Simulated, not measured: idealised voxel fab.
Name of the process module below: voxel transistor to metal
Pictured: cross-section cut, 205 nm wide, on a grid of 5 nm square cells.
Cross-section format: a grid of square cells, given as bands from top to bottom; each band is one or more rows of cells.
Per band: top height and bottom height in nm, followed by the left-to-right materials and their widths in nm; "all across" marks a single material spanning edge to edge, "blank" marks empty space.
All heights in this document are referenced to 0, defined as the level beneath which the wafer, as received, consists entirely of one material. The lowest band is not bounded below; it extends indefinitely downward and is written in the form "0 -> down".
A two-number width, for instance "30..40", indicates that the width is equal to the first number in the top row of the band and to the second number in the bottom row, and that it changes by a constant amount per row of cells.
You'll sometimes find "nothing changed" written for a step, and that's the way of saying that nowhere in the cross-section did a cell change during that step.
Under "Enclosed internal cavities" you'll find the enclosed gaps, the ones with no way out to the top, that are 8 cells or bigger; each reads width x height at distance, with distance counted from the left edge, everything in nm.
It should be noted that, on the line of a given step, the content following the step's settings is a remark produced by the simulator itself with respect to that step.
"overlay nm" on a masked step: distance the mask lay right of its planned place, negative for left.
[Below is the list of planned process steps]
1,RECEIVE,material Si
2,CONFORMAL_DEP,material SiO2,thk nm 5
3,CONFORMAL_DEP,material SiN,thk nm 15
4,PATTERN,tone cover,mask id ACTIVE,material resist,width nm 105,thk nm 20,overlay nm 0
5,DIRECTIONAL_ETCH,etch materials SiN,depth nm 15
6,DIRECTIONAL_ETCH,etch materials SiO2,depth nm 5
7,DIRECTIONAL_ETCH,etch materials Si,depth nm 20
8,STRIP,etch materials resist
9,FILL_DEP,material SiO2,thk nm 15
10,CMP,height nm 20
11,SELECTIVE_ETCH,etch materials SiO2,depth nm 10
12,STRIP,etch materials SiN
13,SELECTIVE_ETCH,etch materials SiO2,depth nm 5
14,OXIDIZE,depth nm 5
15,DIRECTIONAL_DEP,material polySi,thk nm 20
16,DIRECTIONAL_DEP,material SiCN,thk nm 15
17,PATTERN,tone cover,mask id GATE,material resist,width nm 25,thk nm 20,overlay nm 0
18,DIRECTIONAL_ETCH,etch materials SiCN,depth nm 25
19,DIRECTIONAL_ETCH,etch materials polySi,depth nm 30
20,STRIP,etch materials resist
21,CONFORMAL_DEP,material SiN,thk nm 10
22,DIRECTIONAL_ETCH,etch materials SiN,depth nm 10
23,DIRECTIONAL_ETCH,etch materials SiO2,depth nm 5
24,DIRECTIONAL_ETCH,etch materials Si,depth nm 15
25,EPI,material SiGe,thk nm 15
26,FILL_DEP,material SiO2,thk nm 5
27,CMP,height nm 35
28,DIRECTIONAL_DEP,material SiO2,thk nm 15
29,MASKED_ETCH,tone open,mask id CONTACT,width nm 15,pitch nm 80,etch materials SiO2,depth nm 40,overlay nm 0
30,CONFORMAL_DEP,material TiN,thk nm 5
31,FILL_DEP,material Ru,thk nm 5
32,CMP,height nm 50
33,CONFORMAL_DEP,material SiN,thk nm 5
34,DIRECTIONAL_DEP,material lowk,thk nm 15
35,DIRECTIONAL_DEP,material aC,thk nm 10
36,PATTERN,tone open,mask id METAL_1,material resist,width nm 15,pitch nm 80,thk nm 30,overlay nm 0
37,DIRECTIONAL_ETCH,etch materials aC,depth nm 10
38,STRIP,etch materials resist
39,DIRECTIONAL_ETCH,etch materials lowk,depth nm 15
40,DIRECTIONAL_ETCH,etch materials SiN,depth nm 5
41,STRIP,etch materials aC
42,CONFORMAL_DEP,material TiN,thk nm 5
43,FILL_DEP,material Cu,thk nm 10
44,CMP,height nm 70
45,CONFORMAL_DEP,material SiCN,thk nm 5
46,DIRECTIONAL_DEP,material lowk,thk nm 30
47,DIRECTIONAL_DEP,material aC,thk nm 15
48,PATTERN,tone open,mask id METAL_2,material resist,width nm 15,pitch nm 80,thk nm 30,overlay nm 0
49,DIRECTIONAL_ETCH,etch materials aC,depth nm 15
50,STRIP,etch materials resist
51,DIRECTIONAL_ETCH,etch materials lowk,depth nm 20
52,STRIP,etch materials aC
53,MASKED_ETCH,tone open,mask id METAL_2_HOLES,width nm 15,pitch nm 80,etch materials lowk,depth nm 10,overlay nm 0
54,MASKED_ETCH,tone open,mask id METAL_2_HOLES,width nm 15,pitch nm 80,etch materials SiCN,depth nm 5,overlay nm 0
55,CONFORMAL_DEP,material TiN,thk nm 5
56,FILL_DEP,material Cu,thk nm 10
57,CMP,height nm 105
58,CONFORMAL_DEP,material SiN,thk nm 5
[The following pertains to the first of two wafers, which was processed as planned]
[As-received state of the wafer in cross-section, equivalent to post-step 1]
- 0 -> down  Si all across
- Enclosed internal cavities: none
[The wafer in cross-section once step 2 is complete]
- 5 -> 0  SiO2 all across
- below 0: unchanged
[The wafer in cross-section once step 3 is complete]
- 20 -> 5  SiN all across
- below 5: unchanged
[The wafer in cross-section once step 4 is complete]
- 40 -> 20  50 blank; 105 resist; 50 blank
- below 20: unchanged
[The wafer in cross-section once step 5 is complete]
- 40 -> 20  50 blank; 105 resist; 50 blank
- 20 -> 5  50 blank; 105 SiN; 50 blank
- below 5: unchanged
[The wafer in cross-section once step 6 is complete]
- 40 -> 20  50 blank; 105 resist; 50 blank
- 20 -> 5  50 blank; 105 SiN; 50 blank
- 5 -> 0  50 blank; 105 SiO2; 50 blank
- below 0: unchanged
[The wafer in cross-section once step 7 is complete]
- 40 -> 20  50 blank; 105 resist; 50 blank
- 20 -> 5  50 blank; 105 SiN; 50 blank
- 5 -> 0  50 blank; 105 SiO2; 50 blank
- 0 -> -20  50 blank; 105 Si; 50 blank
- below -20: unchanged
[The wafer in cross-section once step 8 is complete]
- 20 -> 5  50 blank; 105 SiN; 50 blank
- below 5: unchanged
[The wafer in cross-section once step 9 is complete]
- 35 -> 20  SiO2 all across
- 20 -> 5  50 SiO2; 105 SiN; 50 SiO2
- 5 -> 0  SiO2 all across
- 0 -> -20  50 SiO2; 105 Si; 50 SiO2
- below -20: unchanged
[The wafer in cross-section once step 10 is complete]
- 20 -> 5  50 SiO2; 105 SiN; 50 SiO2
- below 5: unchanged
[The wafer in cross-section once step 11 is complete]
- 20 -> 10  50 blank; 105 SiN; 50 blank
- below 10: unchanged
[The wafer in cross-section once step 12 is complete]
- 10 -> 5  50 SiO2; 105 blank; 50 SiO2
- below 5: unchanged
[The wafer in cross-section once step 13 is complete]
- 5 -> 0  45 SiO2; 115 blank; 45 SiO2
- below 0: unchanged
[The wafer in cross-section once step 14 is complete]
- 5 -> 0  45 SiO2; 115 blank; 45 SiO2
- 0 -> -5  SiO2 all across
- below -5: unchanged
[The wafer in cross-section once step 15 is complete]
- 25 -> 20  45 polySi; 115 blank; 45 polySi
- 20 -> 5  polySi all across
- 5 -> 0  45 SiO2; 115 polySi; 45 SiO2
- below 0: unchanged
[The wafer in cross-section once step 16 is complete]
- 40 -> 35  45 SiCN; 115 blank; 45 SiCN
- 35 -> 25  SiCN all across
- 25 -> 20  45 polySi; 115 SiCN; 45 polySi
- below 20: unchanged
[The wafer in cross-section once step 17 is complete]
- 60 -> 40  90 blank; 25 resist; 90 blank
- 40 -> 35  45 SiCN; 45 blank; 25 resist; 45 blank; 45 SiCN
- below 35: unchanged
[The wafer in cross-section once step 18 is complete]
- 60 -> 35  90 blank; 25 resist; 90 blank
- 35 -> 25  90 blank; 25 SiCN; 90 blank
- 25 -> 20  45 polySi; 45 blank; 25 SiCN; 45 blank; 45 polySi
- below 20: unchanged
[The wafer in cross-section once step 19 is complete]
- 60 -> 35  90 blank; 25 resist; 90 blank
- 35 -> 20  90 blank; 25 SiCN; 90 blank
- 20 -> 5  90 blank; 25 polySi; 90 blank
- 5 -> 0  45 SiO2; 45 blank; 25 polySi; 45 blank; 45 SiO2
- below 0: unchanged
[The wafer in cross-section once step 20 is complete]
- 35 -> 20  90 blank; 25 SiCN; 90 blank
- below 20: unchanged
[The wafer in cross-section once step 21 is complete]
- 45 -> 35  80 blank; 45 SiN; 80 blank
- 35 -> 20  80 blank; 10 SiN; 25 SiCN; 10 SiN; 80 blank
- 20 -> 15  80 blank; 10 SiN; 25 polySi; 10 SiN; 80 blank
- 15 -> 10  55 SiN; 25 blank; 10 SiN; 25 polySi; 10 SiN; 25 blank; 55 SiN
- 10 -> 5  90 SiN; 25 polySi; 90 SiN
- 5 -> 0  45 SiO2; 45 SiN; 25 polySi; 45 SiN; 45 SiO2
- below 0: unchanged
[The wafer in cross-section once step 22 is complete]
- 35 -> 20  80 blank; 10 SiN; 25 SiCN; 10 SiN; 80 blank
- 20 -> 5  80 blank; 10 SiN; 25 polySi; 10 SiN; 80 blank
- 5 -> 0  45 SiO2; 10 SiN; 25 blank; 10 SiN; 25 polySi; 10 SiN; 25 blank; 10 SiN; 45 SiO2
- below 0: unchanged
[The wafer in cross-section once step 23 is complete]
- 35 -> 20  80 blank; 10 SiN; 25 SiCN; 10 SiN; 80 blank
- 20 -> 5  80 blank; 10 SiN; 25 polySi; 10 SiN; 80 blank
- 5 -> 0  45 blank; 10 SiN; 25 blank; 10 SiN; 25 polySi; 10 SiN; 25 blank; 10 SiN; 45 blank
- 0 -> -5  55 SiO2; 25 blank; 45 SiO2; 25 blank; 55 SiO2
- below -5: unchanged
[The wafer in cross-section once step 24 is complete]
- 35 -> 20  80 blank; 10 SiN; 25 SiCN; 10 SiN; 80 blank
- 20 -> 5  80 blank; 10 SiN; 25 polySi; 10 SiN; 80 blank
- 5 -> 0  45 blank; 10 SiN; 25 blank; 10 SiN; 25 polySi; 10 SiN; 25 blank; 10 SiN; 45 blank
- 0 -> -5  55 SiO2; 25 blank; 45 SiO2; 25 blank; 55 SiO2
- -5 -> -20  50 SiO2; 5 Si; 25 blank; 45 Si; 25 blank; 5 Si; 50 SiO2
- below -20: unchanged
[The wafer in cross-section once step 25 is complete]
- 35 -> 20  80 blank; 10 SiN; 25 SiCN; 10 SiN; 80 blank
- 20 -> 10  80 blank; 10 SiN; 25 polySi; 10 SiN; 80 blank
- 10 -> 5  50 blank; 30 SiGe; 10 SiN; 25 polySi; 10 SiN; 30 SiGe; 50 blank
- 5 -> 0  45 blank; 10 SiN; 25 SiGe; 10 SiN; 25 polySi; 10 SiN; 25 SiGe; 10 SiN; 45 blank
- 0 -> -5  55 SiO2; 25 SiGe; 45 SiO2; 25 SiGe; 55 SiO2
- -5 -> -20  50 SiO2; 5 Si; 25 SiGe; 45 Si; 25 SiGe; 5 Si; 50 SiO2
- below -20: unchanged
[The wafer in cross-section once step 26 is complete]
- 40 -> 35  SiO2 all across
- 35 -> 20  80 SiO2; 10 SiN; 25 SiCN; 10 SiN; 80 SiO2
- 20 -> 10  80 SiO2; 10 SiN; 25 polySi; 10 SiN; 80 SiO2
- 10 -> 5  50 SiO2; 30 SiGe; 10 SiN; 25 polySi; 10 SiN; 30 SiGe; 50 SiO2
- 5 -> 0  45 SiO2; 10 SiN; 25 SiGe; 10 SiN; 25 polySi; 10 SiN; 25 SiGe; 10 SiN; 45 SiO2
- below 0: unchanged
[The wafer in cross-section once step 27 is complete]
- 35 -> 20  80 SiO2; 10 SiN; 25 SiCN; 10 SiN; 80 SiO2
- below 20: unchanged
[The wafer in cross-section once step 28 is complete]
- 50 -> 35  SiO2 all across
- below 35: unchanged
[The wafer in cross-section once step 29 is complete]
- 50 -> 35  55 SiO2; 15 blank; 65 SiO2; 15 blank; 55 SiO2
- 35 -> 20  55 SiO2; 15 blank; 10 SiO2; 10 SiN; 25 SiCN; 10 SiN; 10 SiO2; 15 blank; 55 SiO2
- 20 -> 10  55 SiO2; 15 blank; 10 SiO2; 10 SiN; 25 polySi; 10 SiN; 10 SiO2; 15 blank; 55 SiO2
- below 10: unchanged
[The wafer in cross-section once step 30 is complete]
- 55 -> 50  60 TiN; 5 blank; 75 TiN; 5 blank; 60 TiN
- 50 -> 35  55 SiO2; 5 TiN; 5 blank; 5 TiN; 65 SiO2; 5 TiN; 5 blank; 5 TiN; 55 SiO2
- 35 -> 20  55 SiO2; 5 TiN; 5 blank; 5 TiN; 10 SiO2; 10 SiN; 25 SiCN; 10 SiN; 10 SiO2; 5 TiN; 5 blank; 5 TiN; 55 SiO2
- 20 -> 15  55 SiO2; 5 TiN; 5 blank; 5 TiN; 10 SiO2; 10 SiN; 25 polySi; 10 SiN; 10 SiO2; 5 TiN; 5 blank; 5 TiN; 55 SiO2
- 15 -> 10  55 SiO2; 15 TiN; 10 SiO2; 10 SiN; 25 polySi; 10 SiN; 10 SiO2; 15 TiN; 55 SiO2
- below 10: unchanged
[The wafer in cross-section once step 31 is complete]
- 60 -> 55  Ru all across
- 55 -> 50  60 TiN; 5 Ru; 75 TiN; 5 Ru; 60 TiN
- 50 -> 35  55 SiO2; 5 TiN; 5 Ru; 5 TiN; 65 SiO2; 5 TiN; 5 Ru; 5 TiN; 55 SiO2
- 35 -> 20  55 SiO2; 5 TiN; 5 Ru; 5 TiN; 10 SiO2; 10 SiN; 25 SiCN; 10 SiN; 10 SiO2; 5 TiN; 5 Ru; 5 TiN; 55 SiO2
- 20 -> 15  55 SiO2; 5 TiN; 5 Ru; 5 TiN; 10 SiO2; 10 SiN; 25 polySi; 10 SiN; 10 SiO2; 5 TiN; 5 Ru; 5 TiN; 55 SiO2
- below 15: unchanged
[The wafer in cross-section once step 32 is complete]
- 50 -> 35  55 SiO2; 5 TiN; 5 Ru; 5 TiN; 65 SiO2; 5 TiN; 5 Ru; 5 TiN; 55 SiO2
- below 35: unchanged
[The wafer in cross-section once step 33 is complete]
- 55 -> 50  SiN all across
- below 50: unchanged
[The wafer in cross-section once step 34 is complete]
- 70 -> 55  lowk all across
- below 55: unchanged
[The wafer in cross-section once step 35 is complete]
- 80 -> 70  aC all across
- below 70: unchanged
[The wafer in cross-section once step 36 is complete]
- 110 -> 80  55 resist; 15 blank; 65 resist; 15 blank; 55 resist
- below 80: unchanged
[The wafer in cross-section once step 37 is complete]
- 100 -> 80  55 resist; 15 blank; 65 resist; 15 blank; 55 resist
- 80 -> 70  55 aC; 15 blank; 65 aC; 15 blank; 55 aC
- below 70: unchanged
[The wafer in cross-section once step 38 is complete]
- 80 -> 70  55 aC; 15 blank; 65 aC; 15 blank; 55 aC
- below 70: unchanged
[The wafer in cross-section once step 39 is complete]
- 80 -> 70  55 aC; 15 blank; 65 aC; 15 blank; 55 aC
- 70 -> 55  55 lowk; 15 blank; 65 lowk; 15 blank; 55 lowk
- below 55: unchanged
[The wafer in cross-section once step 40 is complete]
- 80 -> 70  55 aC; 15 blank; 65 aC; 15 blank; 55 aC
- 70 -> 55  55 lowk; 15 blank; 65 lowk; 15 blank; 55 lowk
- 55 -> 50  55 SiN; 15 blank; 65 SiN; 15 blank; 55 SiN
- below 50: unchanged
[The wafer in cross-section once step 41 is complete]
- 70 -> 55  55 lowk; 15 blank; 65 lowk; 15 blank; 55 lowk
- below 55: unchanged
[The wafer in cross-section once step 42 is complete]
- 75 -> 70  60 TiN; 5 blank; 75 TiN; 5 blank; 60 TiN
- 70 -> 55  55 lowk; 5 TiN; 5 blank; 5 TiN; 65 lowk; 5 TiN; 5 blank; 5 TiN; 55 lowk
- 55 -> 50  55 SiN; 15 TiN; 65 SiN; 15 TiN; 55 SiN
- below 50: unchanged
[The wafer in cross-section once step 43 is complete]
- 85 -> 75  Cu all across
- 75 -> 70  60 TiN; 5 Cu; 75 TiN; 5 Cu; 60 TiN
- 70 -> 55  55 lowk; 5 TiN; 5 Cu; 5 TiN; 65 lowk; 5 TiN; 5 Cu; 5 TiN; 55 lowk
- below 55: unchanged
[The wafer in cross-section once step 44 is complete]
- 70 -> 55  55 lowk; 5 TiN; 5 Cu; 5 TiN; 65 lowk; 5 TiN; 5 Cu; 5 TiN; 55 lowk
- below 55: unchanged
[The wafer in cross-section once step 45 is complete]
- 75 -> 70  SiCN all across
- below 70: unchanged
[The wafer in cross-section once step 46 is complete]
- 105 -> 75  lowk all across
- below 75: unchanged
[The wafer in cross-section once step 47 is complete]
- 120 -> 105  aC all across
- below 105: unchanged
[The wafer in cross-section once step 48 is complete]
- 150 -> 120  55 resist; 15 blank; 65 resist; 15 blank; 55 resist
- below 120: unchanged
[The wafer in cross-section once step 49 is complete]
- 135 -> 120  55 resist; 15 blank; 65 resist; 15 blank; 55 resist
- 120 -> 105  55 aC; 15 blank; 65 aC; 15 blank; 55 aC
- below 105: unchanged
[The wafer in cross-section once step 50 is complete]
- 120 -> 105  55 aC; 15 blank; 65 aC; 15 blank; 55 aC
- below 105: unchanged
[The wafer in cross-section once step 51 is complete]
- 120 -> 105  55 aC; 15 blank; 65 aC; 15 blank; 55 aC
- 105 -> 85  55 lowk; 15 blank; 65 lowk; 15 blank; 55 lowk
- below 85: unchanged
[The wafer in cross-section once step 52 is complete]
- 105 -> 85  55 lowk; 15 blank; 65 lowk; 15 blank; 55 lowk
- below 85: unchanged
[The wafer in cross-section once step 53 is complete]
- 105 -> 75  55 lowk; 15 blank; 65 lowk; 15 blank; 55 lowk
- below 75: unchanged
[The wafer in cross-section once step 54 is complete]
- 105 -> 75  55 lowk; 15 blank; 65 lowk; 15 blank; 55 lowk
- 75 -> 70  55 SiCN; 15 blank; 65 SiCN; 15 blank; 55 SiCN
- below 70: unchanged
[The wafer in cross-section once step 55 is complete]
- 110 -> 105  60 TiN; 5 blank; 75 TiN; 5 blank; 60 TiN
- 105 -> 75  55 lowk; 5 TiN; 5 blank; 5 TiN; 65 lowk; 5 TiN; 5 blank; 5 TiN; 55 lowk
- 75 -> 70  55 SiCN; 15 TiN; 65 SiCN; 15 TiN; 55 SiCN
- below 70: unchanged
[The wafer in cross-section once step 56 is complete]
- 120 -> 110  Cu all across
- 110 -> 105  60 TiN; 5 Cu; 75 TiN; 5 Cu; 60 TiN
- 105 -> 75  55 lowk; 5 TiN; 5 Cu; 5 TiN; 65 lowk; 5 TiN; 5 Cu; 5 TiN; 55 lowk
- below 75: unchanged
[The wafer in cross-section once step 57 is complete]
- 105 -> 75  55 lowk; 5 TiN; 5 Cu; 5 TiN; 65 lowk; 5 TiN; 5 Cu; 5 TiN; 55 lowk
- below 75: unchanged
[The wafer in cross-section once step 58 is complete]
- 110 -> 105  SiN all across
- below 105: unchanged
[Notes, second wafer: start = first wafer's, plan = first wafer's, execution had one mistake; history identical to first through step 24]
[Second wafer, sectioned view, at step 25's planned end time]
- 35 -> 25  80 blank; 10 SiN; 25 SiCN; 10 SiN; 80 blank
- 25 -> 20  35 blank; 45 SiGe; 10 SiN; 25 SiCN; 10 SiN; 45 SiGe; 35 blank
- 20 -> 5  35 blank; 45 SiGe; 10 SiN; 25 polySi; 10 SiN; 45 SiGe; 35 blank
- 5 -> 0  35 blank; 10 SiGe; 10 SiN; 25 SiGe; 10 SiN; 25 polySi; 10 SiN; 25 SiGe; 10 SiN; 10 SiGe; 35 blank
- 0 -> -5  55 SiO2; 25 SiGe; 45 SiO2; 25 SiGe; 55 SiO2
- -5 -> -20  50 SiO2; 5 Si; 25 SiGe; 45 Si; 25 SiGe; 5 Si; 50 SiO2
- below -20: unchanged
[Second wafer, sectioned view, at step 26's planned end time]
- 40 -> 35  SiO2 all across
- 35 -> 25  80 SiO2; 10 SiN; 25 SiCN; 10 SiN; 80 SiO2
- 25 -> 20  35 SiO2; 45 SiGe; 10 SiN; 25 SiCN; 10 SiN; 45 SiGe; 35 SiO2
- 20 -> 5  35 SiO2; 45 SiGe; 10 SiN; 25 polySi; 10 SiN; 45 SiGe; 35 SiO2
- 5 -> 0  35 SiO2; 10 SiGe; 10 SiN; 25 SiGe; 10 SiN; 25 polySi; 10 SiN; 25 SiGe; 10 SiN; 10 SiGe; 35 SiO2
- below 0: unchanged
[Second wafer, sectioned view, at step 27's planned end time]
- 35 -> 25  80 SiO2; 10 SiN; 25 SiCN; 10 SiN; 80 SiO2
- below 25: unchanged
[Second wafer, sectioned view, at step 28's planned end time]
- 50 -> 35  SiO2 all across
- below 35: unchanged
[Second wafer, sectioned view, at step 29's planned end time]
- 50 -> 35  55 SiO2; 15 blank; 65 SiO2; 15 blank; 55 SiO2
- 35 -> 25  55 SiO2; 15 blank; 10 SiO2; 10 SiN; 25 SiCN; 10 SiN; 10 SiO2; 15 blank; 55 SiO2
- below 25: unchanged
[Second wafer, sectioned view, at step 30's planned end time]
- 55 -> 50  60 TiN; 5 blank; 75 TiN; 5 blank; 60 TiN
- 50 -> 35  55 SiO2; 5 TiN; 5 blank; 5 TiN; 65 SiO2; 5 TiN; 5 blank; 5 TiN; 55 SiO2
- 35 -> 30  55 SiO2; 5 TiN; 5 blank; 5 TiN; 10 SiO2; 10 SiN; 25 SiCN; 10 SiN; 10 SiO2; 5 TiN; 5 blank; 5 TiN; 55 SiO2
- 30 -> 25  55 SiO2; 15 TiN; 10 SiO2; 10 SiN; 25 SiCN; 10 SiN; 10 SiO2; 15 TiN; 55 SiO2
- below 25: unchanged
[Second wafer, sectioned view, at step 31's planned end time]
- 60 -> 55  Ru all across
- 55 -> 50  60 TiN; 5 Ru; 75 TiN; 5 Ru; 60 TiN
- 50 -> 35  55 SiO2; 5 TiN; 5 Ru; 5 TiN; 65 SiO2; 5 TiN; 5 Ru; 5 TiN; 55 SiO2
- 35 -> 30  55 SiO2; 5 TiN; 5 Ru; 5 TiN; 10 SiO2; 10 SiN; 25 SiCN; 10 SiN; 10 SiO2; 5 TiN; 5 Ru; 5 TiN; 55 SiO2
- below 30: unchanged
[Second wafer, sectioned view, at step 32's planned end time]
- 50 -> 35  55 SiO2; 5 TiN; 5 Ru; 5 TiN; 65 SiO2; 5 TiN; 5 Ru; 5 TiN; 55 SiO2
- below 35: unchanged
[Second wafer, sectioned view, at step 33's planned end time]
- 55 -> 50  SiN all across
- below 50: unchanged
[Second wafer, sectioned view, at step 34's planned end time]
- 70 -> 55  lowk all across
- below 55: unchanged
[Second wafer, sectioned view, at step 35's planned end time]
- 80 -> 70  aC all across
- below 70: unchanged
[Second wafer, sectioned view, at step 36's planned end time]
- 110 -> 80  55 resist; 15 blank; 65 resist; 15 blank; 55 resist
- below 80: unchanged
[Second wafer, sectioned view, at step 37's planned end time]
- 100 -> 80  55 resist; 15 blank; 65 resist; 15 blank; 55 resist
- 80 -> 70  55 aC; 15 blank; 65 aC; 15 blank; 55 aC
- below 70: unchanged
[Second wafer, sectioned view, at step 38's planned end time]
- 80 -> 70  55 aC; 15 blank; 65 aC; 15 blank; 55 aC
- below 70: unchanged
[Second wafer, sectioned view, at step 39's planned end time]
- 80 -> 70  55 aC; 15 blank; 65 aC; 15 blank; 55 aC
- 70 -> 55  55 lowk; 15 blank; 65 lowk; 15 blank; 55 lowk
- below 55: unchanged
[Second wafer, sectioned view, at step 40's planned end time]
- 80 -> 70  55 aC; 15 blank; 65 aC; 15 blank; 55 aC
- 70 -> 55  55 lowk; 15 blank; 65 lowk; 15 blank; 55 lowk
- 55 -> 50  55 SiN; 15 blank; 65 SiN; 15 blank; 55 SiN
- below 50: unchanged
[Second wafer, sectioned view, at step 41's planned end time]
- 70 -> 55  55 lowk; 15 blank; 65 lowk; 15 blank; 55 lowk
- below 55: unchanged
[Second wafer, sectioned view, at step 42's planned end time]
- 75 -> 70  60 TiN; 5 blank; 75 TiN; 5 blank; 60 TiN
- 70 -> 55  55 lowk; 5 TiN; 5 blank; 5 TiN; 65 lowk; 5 TiN; 5 blank; 5 TiN; 55 lowk
- 55 -> 50  55 SiN; 15 TiN; 65 SiN; 15 TiN; 55 SiN
- below 50: unchanged
[Second wafer, sectioned view, at step 43's planned end time]
- 85 -> 75  Cu all across
- 75 -> 70  60 TiN; 5 Cu; 75 TiN; 5 Cu; 60 TiN
- 70 -> 55  55 lowk; 5 TiN; 5 Cu; 5 TiN; 65 lowk; 5 TiN; 5 Cu; 5 TiN; 55 lowk
- below 55: unchanged
[Second wafer, sectioned view, at step 44's planned end time]
- 70 -> 55  55 lowk; 5 TiN; 5 Cu; 5 TiN; 65 lowk; 5 TiN; 5 Cu; 5 TiN; 55 lowk
- below 55: unchanged
[Second wafer, sectioned view, at step 45's planned end time]
- 75 -> 70  SiCN all across
- below 70: unchanged
[Second wafer, sectioned view, at step 46's planned end time]
- 105 -> 75  lowk all across
- below 75: unchanged
[Second wafer, sectioned view, at step 47's planned end time]
- 120 -> 105  aC all across
- below 105: unchanged
[Second wafer, sectioned view, at step 48's planned end time]
- 150 -> 120  55 resist; 15 blank; 65 resist; 15 blank; 55 resist
- below 120: unchanged
[Second wafer, sectioned view, at step 49's planned end time]
- 135 -> 120  55 resist; 15 blank; 65 resist; 15 blank; 55 resist
- 120 -> 105  55 aC; 15 blank; 65 aC; 15 blank; 55 aC
- below 105: unchanged
[Second wafer, sectioned view, at step 50's planned end time]
- 120 -> 105  55 aC; 15 blank; 65 aC; 15 blank; 55 aC
- below 105: unchanged
[Second wafer, sectioned view, at step 51's planned end time]
- 120 -> 105  55 aC; 15 blank; 65 aC; 15 blank; 55 aC
- 105 -> 85  55 lowk; 15 blank; 65 lowk; 15 blank; 55 lowk
- below 85: unchanged
[Second wafer, sectioned view, at step 52's planned end time]
- 105 -> 85  55 lowk; 15 blank; 65 lowk; 15 blank; 55 lowk
- below 85: unchanged
[Second wafer, sectioned view, at step 53's planned end time]
- 105 -> 75  55 lowk; 15 blank; 65 lowk; 15 blank; 55 lowk
- below 75: unchanged
[Second wafer, sectioned view, at step 54's planned end time]
- 105 -> 75  55 lowk; 15 blank; 65 lowk; 15 blank; 55 lowk
- 75 -> 70  55 SiCN; 15 blank; 65 SiCN; 15 blank; 55 SiCN
- below 70: unchanged
[Second wafer, sectioned view, at step 55's planned end time]
- 110 -> 105  60 TiN; 5 blank; 75 TiN; 5 blank; 60 TiN
- 105 -> 75  55 lowk; 5 TiN; 5 blank; 5 TiN; 65 lowk; 5 TiN; 5 blank; 5 TiN; 55 lowk
- 75 -> 70  55 SiCN; 15 TiN; 65 SiCN; 15 TiN; 55 SiCN
- below 70: unchanged
[Second wafer, sectioned view, at step 56's planned end time]
- 120 -> 110  Cu all across
- 110 -> 105  60 TiN; 5 Cu; 75 TiN; 5 Cu; 60 TiN
- 105 -> 75  55 lowk; 5 TiN; 5 Cu; 5 TiN; 65 lowk; 5 TiN; 5 Cu; 5 TiN; 55 lowk
- below 75: unchanged
[Second wafer, sectioned view, at step 57's planned end time]
- 105 -> 75  55 lowk; 5 TiN; 5 Cu; 5 TiN; 65 lowk; 5 TiN; 5 Cu; 5 TiN; 55 lowk
- below 75: unchanged
[Second wafer, sectioned view, at step 58's planned end time]
- 110 -> 105  SiN all across
- below 105: unchanged
Against the plan, the run slipped here: twice over, step 25 of the plan was run
Count the cells at the end and the second wafer has more or fewer of some materials than the first: Ru -6 | SiGe +64 | SiO2 -46 | TiN -12
